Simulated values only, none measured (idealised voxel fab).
process module | voxel ribs on slabs
cross-section cut | 195 nm wide | cells 5 nm
A cross-section is a grid of square cells, given in bands from the top down. A band is one or more rows of cells.
Each band's line starts with the height of the band's top and of its bottom, in nm. Then come its materials from left to right, each with its width in nm. One material with "throughout" fills the band from edge to edge. "air" is empty space.
Height 0 is the level under which the wafer as received is all one material. The lowest band goes on downwards, as in "0 down".
A width such as "30 to 40" changes by the same amount from each row of cells to the next, from the band's top row to its bottom row.
"no change" after a step means that no cell of the cross-section changed.
closed voids: empty space of 8 cells or more with no open way to the top, each as width x height at its distance from the left edge, in nm
after a step's settings: what the simulator itself notes on the step
overlay nm, on a step with a mask: how far to the right of its planned place the mask lay; to the left if negative
plan
1 op RECEIVE | material Si
2 op DIRECTIONAL_DEP | material SiO2 | thk nm 20
3 op DIRECTIONAL_DEP | material SiN | thk nm 25
4 op MASKED_ETCH | tone cover | mask id RIB | width nm 15 | etch materials SiN | depth nm 5 | overlay nm 0
5 op PATTERN | tone cover | mask id SLAB | material resist | width nm 55 | thk nm 15 | overlay nm 0
6 op DIRECTIONAL_ETCH | etch materials SiN | depth nm 20
7 op STRIP | etch materials resist
8 op FILL_DEP | material SiO2 | thk nm 30
9 op CMP | height nm 65
10 op DIRECTIONAL_DEP | material W | thk nm 10
11 op DIRECTIONAL_DEP | material aC | thk nm 10
12 op PATTERN | tone cover | mask id HEATER | material resist | width nm 25 | thk nm 25 | overlay nm 0
13 op DIRECTIONAL_ETCH | etch materials aC | depth nm 10
14 op STRIP | etch materials resist
15 op DIRECTIONAL_ETCH | etch materials W | depth nm 10
16 op STRIP | etch materials aC
17 op CONFORMAL_DEP | material SiN | thk nm 10
as received, after step 1
  0 down: Si throughout
  closed voids: none
a wafer at the end: this start, this plan, one mistake
  85 to 75: air 75 | SiN 45 | air 75
  75 to 65: SiN 85 | W 25 | SiN 85
  65 to 45: SiO2 throughout
  45 to 40: SiO2 70 | SiN 20 | SiO2 15 | SiN 20 | SiO2 70
  40 to 25: SiO2 70 | SiN 55 | SiO2 70
  25 to 20: SiN throughout
  20 to 0: SiO2 throughout
  0 down: Si throughout
  closed voids: none
what went wrong: step 4 ran as: op MASKED_ETCH | tone open | mask id RIB | width nm 15 | etch materials SiN | depth nm 5 | overlay nm 0
